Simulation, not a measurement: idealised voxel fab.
process module | voxel capacitor over wiring
Cross-sectional view cut (width: 155 nm; square cell size: 5 nm).
Heads up, the way a cross-section reads in here is a grid of square cells, handed over as bands from the top down, with every band being one or more rows of cells.
It is stipulated that each band's entry specify, in nanometres, the height of the top of the band and then that of its bottom, followed by the materials of the band in left-to-right sequence, each together with its width in nanometres. A single material marked by the word "edge to edge" is understood to fill the band from edge to edge; the word "empty" is understood to denote empty space.
Heights from 0 (as-received wafer is one material below). Bottom band endless downward, as "0 and below".
Note: "30 to 40" means the width goes from the first number (top row of the band) to the second number (bottom row) in equal steps per row of cells.
Step note "remained unchanged" = no cross-section cell changed.
Each empty space that has no open way to the top and spans at least 8 cells appears under "Closed void table" as width x height at distance, the distance counted from the left edge, all in nm.
Text after the settings on a step's line: the simulator's own remark on that step.
"overlay nm", when on a step's line for a step with a mask, measures how far to the right of its planned place the mask lay; a negative measure means to the left.
## Steps planned for the process
1,RECEIVE, material Si
2,CONFORMAL_DEP, material SiO2, thk nm 15
3,CONFORMAL_DEP, material SiCN, thk nm 5
4,DIRECTIONAL_DEP, material SiO2, thk nm 15
5,PATTERN, tone open, mask id METAL_1, material resist, width nm 25, pitch nm 90, thk nm 20, overlay nm 0
6,DIRECTIONAL_ETCH, etch materials SiO2, depth nm 15
7,DIRECTIONAL_ETCH, etch materials SiCN, depth nm 5
8,STRIP, etch materials resist
9,CONFORMAL_DEP, material TiN, thk nm 5
10,FILL_DEP, material Ru, thk nm 10
11,CMP, height nm 35
12,CONFORMAL_DEP, material SiCN, thk nm 5
13,DIRECTIONAL_DEP, material SiO2, thk nm 15
14,DIRECTIONAL_DEP, material aC, thk nm 10
15,PATTERN, tone open, mask id PLUG_1, material resist, width nm 15, thk nm 25, overlay nm 0
16,DIRECTIONAL_ETCH, etch materials aC, depth nm 10
17,STRIP, etch materials resist
18,DIRECTIONAL_ETCH, etch materials SiO2, depth nm 15
19,DIRECTIONAL_ETCH, etch materials SiCN, depth nm 5
20,STRIP, etch materials aC
21,EPI, material Ru, thk nm 10
22,EPI, material Ru, thk nm 10
23,DIRECTIONAL_DEP, material TiN, thk nm 10
24,DIRECTIONAL_DEP, material HfO2, thk nm 5
25,DIRECTIONAL_DEP, material TiN, thk nm 5
26,PATTERN, tone cover, mask id UPPER_PLATE, material resist, width nm 70, thk nm 15, overlay nm 0
27,DIRECTIONAL_ETCH, etch materials TiN, depth nm 5
28,DIRECTIONAL_ETCH, etch materials HfO2, depth nm 5
29,STRIP, etch materials resist
30,PATTERN, tone cover, mask id LOWER_PLATE, material resist, width nm 80, thk nm 20, overlay nm 0
31,DIRECTIONAL_ETCH, etch materials TiN, depth nm 10
32,STRIP, etch materials resist
33,FILL_DEP, material SiO2, thk nm 20
34,CMP, height nm 90
35,PATTERN, tone open, mask id PLUG_2, material resist, width nm 15, thk nm 20, overlay nm 0
36,DIRECTIONAL_ETCH, etch materials SiO2, depth nm 5
37,STRIP, etch materials resist
38,CONFORMAL_DEP, material TiN, thk nm 5
39,FILL_DEP, material Ru, thk nm 10
40,CMP, height nm 90
41,CONFORMAL_DEP, material SiCN, thk nm 5
varied across the wafers: depth nm of step 36. The plan shows the first wafer's value. All wafers start alike
## Received condition of the first of several wafers, sectioned: post-step 1
* 0 and below  Si edge to edge
* Closed void table: none
## The first of several wafers, seen in cross-section after the module's last step, step 41
* 95 down to 90  SiCN edge to edge
* 90 down to 85  40 of SiO2  15 of TiN  100 of SiO2
* 85 down to 75  SiO2 edge to edge
* 75 down to 70  30 of SiO2  70 of TiN  55 of SiO2
* 70 down to 65  30 of SiO2  70 of HfO2  55 of SiO2
* 65 down to 55  25 of SiO2  80 of TiN  50 of SiO2
* 55 down to 40  30 of SiO2  15 of Ru  110 of SiO2
* 40 down to 35  30 of SiCN  15 of Ru  110 of SiCN
* 35 down to 20  20 of SiO2  5 of TiN  15 of Ru  5 of TiN  65 of SiO2  5 of TiN  15 of Ru  5 of TiN  20 of SiO2
* 20 down to 15  20 of SiCN  25 of TiN  65 of SiCN  25 of TiN  20 of SiCN
* 15 down to 0  SiO2 edge to edge
* 0 and below  Si edge to edge
* Closed void table: none
## X-section, last wafer, module end
* 95 down to 90  SiCN edge to edge
* 90 down to 80  40 of SiO2  5 of TiN  5 of Ru  5 of TiN  100 of SiO2
* 80 down to 70  40 to 30 of SiO2  15 to 70 of TiN  100 to 55 of SiO2
* 70 down to 65  30 of SiO2  70 of HfO2  55 of SiO2
* 65 down to 55  25 of SiO2  80 of TiN  50 of SiO2
* 55 down to 40  30 of SiO2  15 of Ru  110 of SiO2
* 40 down to 35  30 of SiCN  15 of Ru  110 of SiCN
* 35 down to 20  20 of SiO2  5 of TiN  15 of Ru  5 of TiN  65 of SiO2  5 of TiN  15 of Ru  5 of TiN  20 of SiO2
* 20 down to 15  20 of SiCN  25 of TiN  65 of SiCN  25 of TiN  20 of SiCN
* 15 down to 0  SiO2 edge to edge
* 0 and below  Si edge to edge
* Closed void table: none
## What follows is a table in which each wafer occupies a row; for the wafer as it stands at the close of the module, the row states, material by material, how many cells have been gained (+) or lost (-) since receipt, and then gives its closed voids
depth nm 5, +14 HfO2, +30 Ru, +80 SiCN, +394 SiO2, +71 TiN, Closed void table: none
depth nm 10, +14 HfO2, +31 Ru, +80 SiCN, +391 SiO2, +73 TiN, Closed void table: none
depth nm 15, +14 HfO2, +32 Ru, +80 SiCN, +388 SiO2, +75 TiN, Closed void table: none
depth nm 20, +14 HfO2, +32 Ru, +80 SiCN, +388 SiO2, +75 TiN, Closed void table: none
depth nm 25, +14 HfO2, +32 Ru, +80 SiCN, +388 SiO2, +75 TiN, Closed void table: none
depth nm 30, +14 HfO2, +32 Ru, +80 SiCN, +388 SiO2, +75 TiN, Closed void table: none
